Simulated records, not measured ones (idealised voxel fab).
process module | voxel transistor to metal
cross-section cut | 270 nm wide | cells 5 nm
A cross-section is a grid of square cells, given in bands from the top down. A band is one or more rows of cells.
Each band's line starts with the height of the band's top and of its bottom, in nm. Then come its materials from left to right, each with its width in nm. One material with "throughout" fills the band from edge to edge. "air" is empty space.
Height 0 is the level under which the wafer as received is all one material. The lowest band goes on downwards, as in "0 down".
A width such as "30 to 40" changes by the same amount from each row of cells to the next, from the band's top row to its bottom row.
"no change" after a step means that no cell of the cross-section changed.
closed voids: empty space of 8 cells or more with no open way to the top, each as width x height at its distance from the left edge, in nm
after a step's settings: what the simulator itself notes on the step
overlay nm, on a step with a mask: how far to the right of its planned place the mask lay; to the left if negative
plan
1 op RECEIVE | material Si
2 op OXIDIZE | depth nm 5
3 op CONFORMAL_DEP | material SiN | thk nm 15
4 op MASKED_ETCH | tone cover | mask id ACTIVE | width nm 105 | pitch nm 135 | etch materials SiN | depth nm 15 | overlay nm 0
5 op MASKED_ETCH | tone cover | mask id ACTIVE | width nm 105 | pitch nm 135 | etch materials SiO2 | depth nm 5 | overlay nm 0
6 op MASKED_ETCH | tone cover | mask id ACTIVE | width nm 105 | pitch nm 135 | etch materials Si | depth nm 35 | overlay nm 0
7 op OXIDIZE | depth nm 5
8 op FILL_DEP | material SiO2 | thk nm 15
9 op CMP | height nm 15
10 op SELECTIVE_ETCH | etch materials SiO2 | depth nm 15
11 op STRIP | etch materials SiN
12 op SELECTIVE_ETCH | etch materials SiO2 | depth nm 5
13 op OXIDIZE | depth nm 5
14 op DIRECTIONAL_DEP | material polySi | thk nm 25
15 op DIRECTIONAL_DEP | material SiCN | thk nm 15
16 op MASKED_ETCH | tone cover | mask id GATE | width nm 25 | pitch nm 135 | etch materials SiCN | depth nm 25 | overlay nm 0
17 op MASKED_ETCH | tone cover | mask id GATE | width nm 25 | pitch nm 135 | etch materials polySi | depth nm 35 | overlay nm 0
18 op CONFORMAL_DEP | material SiO2 | thk nm 5
19 op DIRECTIONAL_ETCH | etch materials SiO2 | depth nm 5
20 op CONFORMAL_DEP | material SiN | thk nm 10
21 op DIRECTIONAL_ETCH | etch materials SiN | depth nm 10
22 op DIRECTIONAL_ETCH | etch materials SiO2 | depth nm 5
23 op DIRECTIONAL_ETCH | etch materials Si | depth nm 5
24 op EPI | material pSi | thk nm 10
25 op FILL_DEP | material SiO2 | thk nm 10
26 op CMP | height nm 20
27 op STRIP | etch materials polySi
28 op SELECTIVE_ETCH | etch materials SiO2 | depth nm 5
29 op CONFORMAL_DEP | material HfO2 | thk nm 5
30 op CONFORMAL_DEP | material TiN | thk nm 5
31 op FILL_DEP | material W | thk nm 10
32 op CMP | height nm 15
33 op DIRECTIONAL_DEP | material SiO2 | thk nm 10
34 op DIRECTIONAL_DEP | material aC | thk nm 10
35 op PATTERN | tone open | mask id CONTACT | material resist | width nm 20 | thk nm 30 | overlay nm 0
36 op DIRECTIONAL_ETCH | etch materials aC | depth nm 10
37 op STRIP | etch materials resist
38 op DIRECTIONAL_ETCH | etch materials SiO2 | depth nm 30
39 op STRIP | etch materials aC
40 op CONFORMAL_DEP | material TiN | thk nm 5
41 op FILL_DEP | material W | thk nm 10
42 op CMP | height nm 25
43 op CONFORMAL_DEP | material SiN | thk nm 5
44 op DIRECTIONAL_DEP | material lowk | thk nm 25
45 op DIRECTIONAL_DEP | material aC | thk nm 15
46 op PATTERN | tone open | mask id METAL_1 | material resist | width nm 20 | thk nm 30 | overlay nm 0
47 op DIRECTIONAL_ETCH | etch materials aC | depth nm 15
48 op STRIP | etch materials resist
49 op DIRECTIONAL_ETCH | etch materials lowk | depth nm 25
50 op DIRECTIONAL_ETCH | etch materials SiN | depth nm 5
51 op STRIP | etch materials aC
52 op CONFORMAL_DEP | material TiN | thk nm 5
53 op FILL_DEP | material Cu | thk nm 5
54 op CMP | height nm 55
55 op EPI | material Ru | thk nm 5
56 op FILL_DEP | material SiCN | thk nm 5
as received, after step 1
  0 down: Si throughout
  closed voids: none
a wafer at the end: this start, this plan, one mistake
  65 to 60: SiCN throughout
  60 to 55: SiCN 15 | Ru 30 | SiCN 45 | Ru 30 | SiCN 30 | Ru 30 | SiCN 45 | Ru 30 | SiCN 15
  55 to 30: lowk 20 | TiN 5 | Cu 10 | TiN 5 | lowk 55 | TiN 5 | Cu 10 | TiN 5 | lowk 40 | TiN 5 | Cu 10 | TiN 5 | lowk 55 | TiN 5 | Cu 10 | TiN 5 | lowk 20
  30 to 25: SiN 20 | TiN 20 | SiN 55 | TiN 20 | SiN 40 | TiN 20 | SiN 55 | TiN 20 | SiN 20
  25 to 15: SiO2 20 | TiN 5 | W 10 | TiN 5 | SiO2 55 | TiN 5 | W 10 | TiN 5 | SiO2 40 | TiN 5 | W 10 | TiN 5 | SiO2 55 | TiN 5 | W 10 | TiN 5 | SiO2 20
  15 to 0: SiO2 20 | TiN 5 | W 10 | TiN 5 | SiO2 10 | HfO2 5 | TiN 5 | W 15 | TiN 5 | HfO2 5 | SiO2 10 | TiN 5 | W 10 | TiN 5 | SiO2 40 | TiN 5 | W 10 | TiN 5 | SiO2 10 | HfO2 5 | TiN 5 | W 15 | TiN 5 | HfO2 5 | SiO2 10 | TiN 5 | W 10 | TiN 5 | SiO2 20
  0 to -5: SiO2 20 | TiN 20 | pSi 10 | HfO2 5 | TiN 25 | HfO2 5 | pSi 10 | TiN 20 | SiO2 40 | TiN 20 | pSi 10 | HfO2 5 | TiN 25 | HfO2 5 | pSi 10 | TiN 20 | SiO2 20
  -5 to -10: SiO2 15 | pSi 35 | HfO2 35 | pSi 35 | SiO2 30 | pSi 35 | HfO2 35 | pSi 35 | SiO2 15
  -10 to -15: SiO2 20 | pSi 30 | Si 35 | pSi 30 | SiO2 40 | pSi 30 | Si 35 | pSi 30 | SiO2 20
  -15 to -45: SiO2 20 | Si 95 | SiO2 40 | Si 95 | SiO2 20
  -45 down: Si throughout
  closed voids: none
what went wrong: step 20 was left out
